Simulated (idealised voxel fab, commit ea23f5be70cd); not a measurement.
Process module in this document: voxel self aligned vias
It is cross-section cut that appears here, measuring 205 nm in width, its square cells being 5 nm in size.
This document writes a cross-section as a grid whose cells are square, and gives it as bands, listed from the top down; one or more rows of cells form a band. What a band's entry tells you: where the top is and where the bottom is, as heights in nm, and after that what lies inside, material by material from left to right, each with its width in nm. Empty space is written as the word "empty", and a single material marked with the word "everywhere" occupies the band from edge to edge. All heights in this document are referenced to 0, defined as the level beneath which the wafer, as received, consists entirely of one material. The lowest band is not bounded below; it extends indefinitely downward and is written in the form "z 0 and below". It should be noted that a width expressed as "30 to 40" varies in equal increments from row to row of cells within the band, taking the value of the first number at the top row and that of the second number at the bottom row. No cell of the cross-section changed in a step that is given as "no modifications". If an empty space has no open way to the top and is at least 8 cells in size, "Closed internal voids" lists it, written width x height at distance, where distance is measured from the left edge and every value is in nm. Read whatever lies past the settings on a step's line as the simulator's own remark about the step. The line of a step may include "overlay nm". On a step with a mask, this value is how far to the right of its planned place the mask lay. A negative value means the mask lay to the left.

Listed below are the process steps as planned
1) RECEIVE [material Si]
2) CONFORMAL_DEP [material SiO2] [thk nm 10]
3) CONFORMAL_DEP [material SiCN] [thk nm 5]
4) DIRECTIONAL_DEP [material lowk] [thk nm 30]
5) MASKED_ETCH [tone open] [mask id LINES] [width nm 20] [pitch nm 65] [etch materials lowk] [depth nm 30] [overlay nm 0]
6) CONFORMAL_DEP [material TiN] [thk nm 5]
7) FILL_DEP [material W] [thk nm 5]
8) CMP [height nm 45]
9) SELECTIVE_ETCH [etch materials W Ru TiN] [depth nm 5]
10) FILL_DEP [material SiN] [thk nm 5]
11) CMP [height nm 45]
12) DIRECTIONAL_DEP [material lowk] [thk nm 15]
13) PATTERN [tone open] [mask id VIAS] [material resist] [width nm 40] [pitch nm 65] [thk nm 20] [overlay nm 0]
14) DIRECTIONAL_ETCH [etch materials lowk] [depth nm 15]
15) DIRECTIONAL_ETCH [etch materials SiN] [depth nm 5]
16) STRIP [etch materials resist]
17) CONFORMAL_DEP [material TiN] [thk nm 5]
18) FILL_DEP [material Cu] [thk nm 10]
19) CMP [height nm 60]
20) CONFORMAL_DEP [material SiCN] [thk nm 5]

As received, after step 1
    z 0 and below  Si everywhere
    Closed internal voids: none

First of two wafers: cross-section at end of module, run per plan
    z 65 to 60  SiCN everywhere
    z 60 to 50  lowk 15 nm, TiN 5 nm, Cu 30 nm, TiN 5 nm, lowk 25 nm, TiN 5 nm, Cu 30 nm, TiN 5 nm, lowk 25 nm, TiN 5 nm, Cu 30 nm, TiN 5 nm, lowk 20 nm
    z 50 to 45  lowk 15 nm, TiN 15 nm, Cu 10 nm, TiN 15 nm, lowk 25 nm, TiN 15 nm, Cu 10 nm, TiN 15 nm, lowk 25 nm, TiN 15 nm, Cu 10 nm, TiN 15 nm, lowk 20 nm
    z 45 to 40  lowk 25 nm, TiN 20 nm, lowk 45 nm, TiN 20 nm, lowk 45 nm, TiN 20 nm, lowk 30 nm
    z 40 to 20  lowk 25 nm, TiN 5 nm, W 10 nm, TiN 5 nm, lowk 45 nm, TiN 5 nm, W 10 nm, TiN 5 nm, lowk 45 nm, TiN 5 nm, W 10 nm, TiN 5 nm, lowk 30 nm
    z 20 to 15  lowk 25 nm, TiN 20 nm, lowk 45 nm, TiN 20 nm, lowk 45 nm, TiN 20 nm, lowk 30 nm
    z 15 to 10  SiCN everywhere
    z 10 to 0  SiO2 everywhere
    z 0 and below  Si everywhere
    Closed internal voids: none

Wafer two, sectioned after the module: the first wafer's start, the first wafer's plan, and one mistake in how it was run
    z 65 to 60  SiCN everywhere
    z 60 to 50  lowk 15 nm, TiN 5 nm, Cu 30 nm, TiN 5 nm, lowk 25 nm, TiN 5 nm, Cu 30 nm, TiN 5 nm, lowk 25 nm, TiN 5 nm, Cu 30 nm, TiN 5 nm, lowk 20 nm
    z 50 to 45  lowk 15 nm, TiN 40 nm, lowk 25 nm, TiN 40 nm, lowk 25 nm, TiN 40 nm, lowk 20 nm
    z 45 to 40  SiCN everywhere
    z 40 to 10  lowk everywhere
    z 10 to 0  SiO2 everywhere
    z 0 and below  Si everywhere
    Closed internal voids: none
Run error: note: step 3 <-> step 4, run order reversed vs plan
The closing comparison, in cells, has the second wafer with more or fewer of some materials than the first: 6 fewer of Cu; 42 fewer of TiN; 24 fewer of W; 72 more of lowk
